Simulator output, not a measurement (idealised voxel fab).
Name of the process module below: voxel self aligned contacts
This is section cut - it's 160 nm across, gridded in 5 nm square cells.
Throughout this document, each cross-section is represented as a grid of square cells and is presented as a sequence of bands enumerated from the top downward, where a band comprises one or more rows of cells. The entry gives the band's vertical extent as a top height and a bottom height in nm, then its horizontal make-up as materials from left to right, each with a width in nm. "empty" stands for empty space; a single material marked "throughout" fills the band edge to edge. Height datum 0, below which the as-received substrate wafer is one material. Lowest band open at the bottom, running downward: "z 0 and below". Note: "30 to 40" means the width goes from the first number (top row of the band) to the second number (bottom row) in equal steps per row of cells. When a step is marked "nothing altered", none of the cells in the cross-section changed during that step. You'll see "Enclosed void catalog" listing empty spaces that have no way open to the top, as long as they're 8 cells or more; the notation is width x height at distance, where the distance is from the left edge, and all of it is in nm. Whatever follows a step's settings on its line is a remark the simulator itself makes about that step. "overlay nm" answers the question of how far to the right of plan the mask lay on a step that has a mask, and when it is negative the answer is to the left.

[Listed below are the process steps as planned]
1) op RECEIVE | material Si
2) op CONFORMAL_DEP | material SiO2 | thk nm 5
3) op DIRECTIONAL_DEP | material polySi | thk nm 20
4) op DIRECTIONAL_DEP | material SiN | thk nm 15
5) op DIRECTIONAL_DEP | material aC | thk nm 15
6) op PATTERN | tone cover | mask id GATE | material resist | width nm 30 | pitch nm 65 | thk nm 30 | overlay nm 0
7) op DIRECTIONAL_ETCH | etch materials aC | depth nm 15
8) op STRIP | etch materials resist
9) op DIRECTIONAL_ETCH | etch materials SiN | depth nm 15
10) op DIRECTIONAL_ETCH | etch materials polySi | depth nm 20
11) op STRIP | etch materials aC
12) op CONFORMAL_DEP | material SiN | thk nm 5
13) op DIRECTIONAL_ETCH | etch materials SiN | depth nm 5
14) op FILL_DEP | material SiO2 | thk nm 15
15) op CMP | height nm 45
16) op DIRECTIONAL_DEP | material aC | thk nm 15
17) op PATTERN | tone open | mask id CONTACT | material resist | width nm 45 | thk nm 30 | overlay nm 0
18) op DIRECTIONAL_ETCH | etch materials aC | depth nm 15
19) op STRIP | etch materials resist
20) op DIRECTIONAL_ETCH | etch materials SiO2 | depth nm 45
21) op STRIP | etch materials aC
22) op CONFORMAL_DEP | material TiN | thk nm 5
23) op FILL_DEP | material W | thk nm 10
24) op CMP | height nm 45
25) op CONFORMAL_DEP | material SiCN | thk nm 5

[Wafer at receipt (post step 1), cross-section]
  z 0 and below: Si throughout
  Enclosed void catalog: none

[Looking at the first of two wafers in cross-section at end of module - ran to plan]
  z 50 to 45: SiCN throughout
  z 45 to 40: SiO2: 55; TiN: 15; W: 15; TiN: 15; SiO2: 60
  z 40 to 25: SiO2: 25; SiN: 40; TiN: 5; W: 15; TiN: 5; SiN: 40; SiO2: 30
  z 25 to 5: SiO2: 25; SiN: 5; polySi: 30; SiN: 5; TiN: 5; W: 15; TiN: 5; SiN: 5; polySi: 30; SiN: 5; SiO2: 30
  z 5 to 0: SiO2: 65; TiN: 25; SiO2: 70
  z 0 and below: Si throughout
  Enclosed void catalog: none

[Here is the second of the two wafers cut open at the end of the module - same start, same plan as the first one, but we made one mistake running it]
  z 50 to 45: SiCN throughout
  z 45 to 40: SiO2: 60; TiN: 10; W: 15; TiN: 10; SiO2: 65
  z 40 to 25: SiO2: 25; SiN: 40; TiN: 5; W: 15; TiN: 5; SiN: 40; SiO2: 30
  z 25 to 5: SiO2: 25; SiN: 5; polySi: 30; SiN: 5; TiN: 5; W: 15; TiN: 5; SiN: 5; polySi: 30; SiN: 5; SiO2: 30
  z 5 to 0: SiO2: 65; TiN: 25; SiO2: 70
  z 0 and below: Si throughout
  Enclosed void catalog: none
Want to know what went wrong? step 17 was processed under conditions differing from the plan, specifically as op PATTERN | tone open | mask id CONTACT | material resist | width nm 35 | thk nm 30 | overlay nm 0
Bottom line after processing is that, in cells, the second wafer is up or down on some materials versus the first: SiO2 +2; TiN -2
